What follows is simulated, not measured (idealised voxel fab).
Process module heading - voxel wiring stack
Pictured: cross-section cut, 155 nm wide, on a grid of 5 nm square cells.
Each cross-section below is a grid of square cells, stated as bands in top-down order, with one or more rows of cells making up each band.
Basically the band line says how high the top is and how high the bottom is, in nm, and then what's in it from left to right, every material with its width in nm. Empty space shows up as "air", and if a single material carries "everywhere" it runs the full band edge to edge.
Note: height 0 marks the level under which the wafer is uniformly one material as received. Lowest band unbounded below, written "0 -> down".
It should be noted that a width expressed as "30 to 40" varies in equal increments from row to row of cells within the band, taking the value of the first number at the top row and that of the second number at the bottom row.
Key: "nothing different" - step with no changed cell in the cross-section.
Listed in "Sealed internal cavities": every empty space of 8 or more cells without an open way to the top. Form: width x height at distance, the distance being from the left edge, all in nm.
Anything after a step's settings on that line? It's the simulator's own note about the step.
overlay nm: mask right of planned place by this much (step with mask). Neg. = left.

## The steps planned for the process are as follows
| 1 | RECEIVE [material Si] |
| 2 | CONFORMAL_DEP [material SiO2] [thk nm 15] |
| 3 | CONFORMAL_DEP [material SiN] [thk nm 5] |
| 4 | DIRECTIONAL_DEP [material SiO2] [thk nm 25] |
| 5 | DIRECTIONAL_DEP [material aC] [thk nm 10] |
| 6 | PATTERN [tone open] [mask id METAL_1] [material resist] [width nm 25] [pitch nm 45] [thk nm 25] [overlay nm 0] |
| 7 | DIRECTIONAL_ETCH [etch materials aC] [depth nm 10] |
| 8 | STRIP [etch materials resist] |
| 9 | DIRECTIONAL_ETCH [etch materials SiO2] [depth nm 25] |
| 10 | DIRECTIONAL_ETCH [etch materials SiN] [depth nm 5] |
| 11 | STRIP [etch materials aC] |
| 12 | CONFORMAL_DEP [material TiN] [thk nm 5] |
| 13 | FILL_DEP [material Ru] [thk nm 5] |
| 14 | CMP [height nm 45] |
| 15 | CONFORMAL_DEP [material SiCN] [thk nm 5] |
| 16 | DIRECTIONAL_DEP [material lowk] [thk nm 25] |
| 17 | DIRECTIONAL_DEP [material aC] [thk nm 10] |
| 18 | PATTERN [tone open] [mask id METAL_2_HOLES] [material resist] [width nm 15] [pitch nm 45] [thk nm 30] [overlay nm 0] |
| 19 | DIRECTIONAL_ETCH [etch materials aC] [depth nm 10] |
| 20 | STRIP [etch materials resist] |
| 21 | DIRECTIONAL_ETCH [etch materials lowk] [depth nm 25] |
| 22 | STRIP [etch materials aC] |
| 23 | MASKED_ETCH [tone open] [mask id METAL_2] [width nm 25] [pitch nm 45] [etch materials lowk] [depth nm 15] [overlay nm 0] |
| 24 | MASKED_ETCH [tone open] [mask id METAL_2] [width nm 25] [pitch nm 45] [etch materials SiCN] [depth nm 5] [overlay nm 0] |
| 25 | CONFORMAL_DEP [material TiN] [thk nm 5] |
| 26 | FILL_DEP [material Cu] [thk nm 10] |
| 27 | CMP [height nm 75] |
| 28 | CONFORMAL_DEP [material SiCN] [thk nm 5] |
| 29 | DIRECTIONAL_DEP [material SiO2] [thk nm 35] |
| 30 | PATTERN [tone open] [mask id METAL_3_HOLES] [material resist] [width nm 15] [thk nm 20] [overlay nm 0] |
| 31 | DIRECTIONAL_ETCH [etch materials SiO2] [depth nm 35] |
| 32 | STRIP [etch materials resist] |
| 33 | PATTERN [tone open] [mask id METAL_3] [material resist] [width nm 25] [pitch nm 45] [thk nm 15] [overlay nm 0] |
| 34 | DIRECTIONAL_ETCH [etch materials SiO2] [depth nm 20] |
| 35 | DIRECTIONAL_ETCH [etch materials SiCN] [depth nm 5] |
| 36 | STRIP [etch materials resist] |
| 37 | CONFORMAL_DEP [material TiN] [thk nm 5] |
| 38 | FILL_DEP [material Cu] [thk nm 5] |
| 39 | CMP [height nm 115] |
| 40 | CONFORMAL_DEP [material SiN] [thk nm 5] |

## Wafer as received: cross-section following step 1
0 -> down  Si everywhere
Sealed internal cavities: none

## First wafer of two, sectioned at end of module; run went per plan
120 -> 115  SiN everywhere
115 -> 100  SiO2=40  TiN=5  Cu=15  TiN=5  SiO2=20  TiN=5  Cu=15  TiN=5  SiO2=45
100 -> 95  SiO2=40  TiN=5  Cu=5  TiN=15  SiO2=20  TiN=25  SiO2=45
95 -> 80  SiO2=40  TiN=5  Cu=5  TiN=5  SiO2=100
80 -> 75  SiCN=40  TiN=15  SiCN=100
75 -> 65  lowk=40  TiN=5  Cu=15  TiN=5  lowk=20  TiN=5  Cu=15  TiN=5  lowk=45
65 -> 60  lowk=40  TiN=5  Cu=5  TiN=15  lowk=20  TiN=5  Cu=5  TiN=15  lowk=45
60 -> 50  lowk=40  TiN=5  Cu=5  TiN=5  lowk=30  TiN=5  Cu=5  TiN=5  lowk=55
50 -> 45  SiCN=40  TiN=15  SiCN=30  TiN=15  SiCN=55
45 -> 20  SiO2=40  TiN=5  Ru=15  TiN=5  SiO2=20  TiN=5  Ru=15  TiN=5  SiO2=45
20 -> 15  SiN=40  TiN=25  SiN=20  TiN=25  SiN=45
15 -> 0  SiO2 everywhere
0 -> down  Si everywhere
Sealed internal cavities: none

## Cross-section, second wafer: same start as the first, same plan as the first, one mistake in running it; taken at the end of the module
120 -> 115  SiN everywhere
115 -> 110  SiCN=40  TiN=25  SiCN=20  TiN=25  SiCN=45
110 -> 75  SiO2 everywhere
75 -> 65  lowk=40  TiN=5  Cu=15  TiN=5  lowk=20  TiN=5  Cu=15  TiN=5  lowk=45
65 -> 60  lowk=40  TiN=5  Cu=5  TiN=15  lowk=20  TiN=5  Cu=5  TiN=15  lowk=45
60 -> 50  lowk=40  TiN=5  Cu=5  TiN=5  lowk=30  TiN=5  Cu=5  TiN=5  lowk=55
50 -> 45  SiCN=40  TiN=15  SiCN=30  TiN=15  SiCN=55
45 -> 20  SiO2=40  TiN=5  Ru=15  TiN=5  SiO2=20  TiN=5  Ru=15  TiN=5  SiO2=45
20 -> 15  SiN=40  TiN=25  SiN=20  TiN=25  SiN=45
15 -> 0  SiO2 everywhere
0 -> down  Si everywhere
Sealed internal cavities: none
In executing the process, a mistake was made relative to the plan: order of steps 28 and 29 inverted relative to the plan
End of process, cell counts, second wafer against first, materials with more or fewer: Cu -22, SiCN -7, SiO2 +49, TiN -20
